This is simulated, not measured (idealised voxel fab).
process module | voxel self aligned vias
FYI the section here is cut, 255 nm wide, cells are 5 nm squares.
Each cross-section below is a grid of square cells, stated as bands in top-down order, with one or more rows of cells making up each band.
Per band: top height and bottom height in nm, followed by the left-to-right materials and their widths in nm; "all across" marks a single material spanning edge to edge, "air" marks empty space.
Measure heights from 0. That's the level where, below it, the as-received wafer is all one material. The lowest band is bottomless and extends downward; write it as in "0 down".
Note: "30 to 40" means the width goes from the first number (top row of the band) to the second number (bottom row) in equal steps per row of cells.
For the purposes of this document, the phrase "nothing changed" attached to a step denotes that no cell within the cross-section was modified by that step.
"Sealed voids" means: voids of 8 cells or more that are shut off from the top with no open way through. Written width x height at distance, distance from the left edge, in nm.
What comes after the settings on a step's line is commentary from the simulator itself on that step.
overlay nm: mask right of planned place by this much (step with mask). Neg. = left.

## Set out below are the planned steps of the process
1. RECEIVE | material Si
2. CONFORMAL_DEP | material SiO2 | thk nm 15
3. CONFORMAL_DEP | material SiCN | thk nm 5
4. DIRECTIONAL_DEP | material SiO2 | thk nm 25
5. PATTERN | tone open | mask id LINES | material resist | width nm 30 | pitch nm 70 | thk nm 20 | overlay nm 0
6. DIRECTIONAL_ETCH | etch materials SiO2 | depth nm 15
7. STRIP | etch materials resist
8. CONFORMAL_DEP | material TiN | thk nm 5
9. FILL_DEP | material W | thk nm 5
10. CMP | height nm 45
11. SELECTIVE_ETCH | etch materials W Ru TiN | depth nm 5
12. FILL_DEP | material SiN | thk nm 5
13. CMP | height nm 45
14. DIRECTIONAL_DEP | material SiO2 | thk nm 20
15. PATTERN | tone open | mask id VIAS | material resist | width nm 40 | pitch nm 70 | thk nm 20 | overlay nm 0
16. DIRECTIONAL_ETCH | etch materials SiO2 | depth nm 20
17. DIRECTIONAL_ETCH | etch materials SiN | depth nm 5
18. STRIP | etch materials resist
19. CONFORMAL_DEP | material TiN | thk nm 5
20. FILL_DEP | material W | thk nm 5
21. CMP | height nm 65
22. CONFORMAL_DEP | material SiN | thk nm 5
Be aware that, although all wafers share a common starting state, the depth nm at step 6 differs among them, and the plan displays the first wafer's value.

## Cross-section of the first of several received wafers, showing its state after step 1
* 0 down = Si all across
* Sealed voids: none

## Heads up, this table goes wafer by wafer. A row tells you, at the end of the module, how many cells of each material that wafer has put on (+) or dropped (-) since it was received, and then its closed voids
depth nm 15, +51 SiCN, +51 SiN, +512 SiO2, +48 TiN, +52 W, Sealed voids: none
depth nm 20, +51 SiCN, +51 SiN, +500 SiO2, +52 TiN, +60 W, Sealed voids: none
depth nm 25, +51 SiCN, +51 SiN, +488 SiO2, +56 TiN, +68 W, Sealed voids: none
depth nm 30, +51 SiCN, +51 SiN, +488 SiO2, +56 TiN, +68 W, Sealed voids: none
depth nm 35, +51 SiCN, +51 SiN, +488 SiO2, +56 TiN, +68 W, Sealed voids: none
depth nm 40, +51 SiCN, +51 SiN, +488 SiO2, +56 TiN, +68 W, Sealed voids: none
